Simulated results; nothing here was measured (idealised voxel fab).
Herein follows the process module entitled voxel self aligned contacts.
Square cells of 5 nm make up the cross-section cut, whose width is 195 nm.
This document writes a cross-section as a grid whose cells are square, and gives it as bands, listed from the top down; one or more rows of cells form a band. The entry gives the band's vertical extent as a top height and a bottom height in nm, then its horizontal make-up as materials from left to right, each with a width in nm. "empty" stands for empty space; a single material marked "edge to edge" fills the band edge to edge. We count height from 0. Below that, the starting wafer is all one material. The lowest band never ends at the bottom but goes on down; see "0 and below" for how that is written. Width "30 to 40": first value at the band's top row of cells, second value at its bottom row, equal change from row to row. "same as before" -> step changed no cross-section cell. "Fully enclosed voids" enumerates empty spaces isolated from the top, with no open way to it, that contain at least 8 cells, giving each as width x height at distance from the left edge, all three in nm. Read whatever lies past the settings on a step's line as the simulator's own remark about the step. A step's line can hold "overlay nm"; with a mask on that step, the setting says how far right of the planned place the mask lay, while a negative setting says it lay to the left.
[Planned process steps]
1) op RECEIVE | material Si
2) op OXIDIZE | depth nm 5
3) op DIRECTIONAL_DEP | material polySi | thk nm 20
4) op DIRECTIONAL_DEP | material SiN | thk nm 20
5) op DIRECTIONAL_DEP | material aC | thk nm 15
6) op PATTERN | tone cover | mask id GATE | material resist | width nm 25 | pitch nm 65 | thk nm 30 | overlay nm 0
7) op DIRECTIONAL_ETCH | etch materials aC | depth nm 15
8) op STRIP | etch materials resist
9) op DIRECTIONAL_ETCH | etch materials SiN | depth nm 20
10) op DIRECTIONAL_ETCH | etch materials polySi | depth nm 20
11) op STRIP | etch materials aC
12) op CONFORMAL_DEP | material SiN | thk nm 10
13) op DIRECTIONAL_ETCH | etch materials SiN | depth nm 10
14) op FILL_DEP | material SiO2 | thk nm 20
15) op CMP | height nm 50
16) op PATTERN | tone open | mask id CONTACT | material resist | width nm 50 | pitch nm 65 | thk nm 20 | overlay nm 0
17) op DIRECTIONAL_ETCH | etch materials SiO2 | depth nm 55
18) op STRIP | etch materials resist
19) op CONFORMAL_DEP | material TiN | thk nm 5
20) op FILL_DEP | material Ru | thk nm 5
21) op CMP | height nm 50
22) op CONFORMAL_DEP | material SiCN | thk nm 5
[Cross-section of the wafer upon arrival, representing the state reached after step 1]
> 0 and below | Si edge to edge
> Fully enclosed voids: none
[Wafer cross-section at end of module: start and plan as shown above, one execution error]
> 55 down to 50 | SiCN edge to edge
> 50 down to 45 | SiO2 40, TiN 5, Ru 40, TiN 5, SiO2 15, TiN 5, Ru 40, TiN 5, SiO2 40
> 45 down to 40 | SiO2 40, TiN 50, SiO2 15, TiN 50, SiO2 40
> 40 down to 20 | SiN 30, SiO2 5, SiN 60, SiO2 5, SiN 60, SiO2 5, SiN 30
> 20 down to 0 | polySi 20, SiN 10, SiO2 5, SiN 10, polySi 40, SiN 10, SiO2 5, SiN 10, polySi 40, SiN 10, SiO2 5, SiN 10, polySi 20
> 0 down to -5 | SiO2 edge to edge
> -5 and below | Si edge to edge
> Fully enclosed voids: none
What was done differently from what was planned? planned and actual differ for step 6; actual: op PATTERN | tone open | mask id GATE | material resist | width nm 25 | pitch nm 65 | thk nm 30 | overlay nm 0
